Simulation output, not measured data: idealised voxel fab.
The process module presented herein is designated voxel air gaps.
It is cross-section cut that appears here, measuring 175 nm in width, its square cells being 5 nm in size.
Square cells in a grid make up a cross-section in this document, and the grid is given as bands, listed from the top down, each one or more rows of cells.
Top, bottom (nm), then materials left to right with widths (nm); lone material tagged "all across" fills the whole band edge to edge; "empty" = empty space.
Where do heights start? At 0: under that level the wafer as delivered is made of one material only. And the lowest band has no floor; it just carries on downward, as in "0 -> down".
A two-number width, for instance "30->40", indicates that the width is equal to the first number in the top row of the band and to the second number in the bottom row, and that it changes by a constant amount per row of cells.
It should be understood that the words "remained the same", when stated for a given step, signify that the cross-section underwent no change in any of its cells during that step.
"Closed-off voids": sealed empty spaces, 8 cells or more, no open way to top, listed width x height at distance, with distance from the left edge and width, height and distance in nm.
Step line, after settings: the simulator's comment on this step.
The line of a step may include "overlay nm". On a step with a mask, this value is how far to the right of its planned place the mask lay. A negative value means the mask lay to the left.
Plan:
- 1: RECEIVE | material Si
- 2: CONFORMAL_DEP | material SiO2 | thk nm 15
- 3: CONFORMAL_DEP | material SiN | thk nm 5
- 4: DIRECTIONAL_DEP | material SiO2 | thk nm 40
- 5: MASKED_ETCH | tone open | mask id LINES | width nm 25 | pitch nm 50 | etch materials SiO2 | depth nm 40 | overlay nm 0
- 6: CONFORMAL_DEP | material TiN | thk nm 5
- 7: FILL_DEP | material Cu | thk nm 10
- 8: CMP | height nm 60
- 9: EPI | material Ru | thk nm 10
- 10: SELECTIVE_ETCH | etch materials SiO2 | depth nm 50
- 11: CONFORMAL_DEP | material SiCN | thk nm 5
Delivered wafer in cross-section: state after step 1:
	0 -> down: Si all across
	Closed-off voids: none
Cross-section at module end, one run error; start and plan unchanged from above:
	70 -> 60: empty: 15, then Ru: 45, then empty: 5, then Ru: 45, then empty: 5, then Ru: 45, then empty: 15
	60 -> 25: empty: 25, then TiN: 5, then Cu: 15, then TiN: 5, then empty: 25, then TiN: 5, then Cu: 15, then TiN: 5, then empty: 25, then TiN: 5, then Cu: 15, then TiN: 5, then empty: 25
	25 -> 20: empty: 25, then TiN: 25, then empty: 25, then TiN: 25, then empty: 25, then TiN: 25, then empty: 25
	20 -> 15: SiN all across
	15 -> 0: SiO2 all across
	0 -> down: Si all across
	Closed-off voids: none
Misprocessing identified: plan step 11: skipped, not run
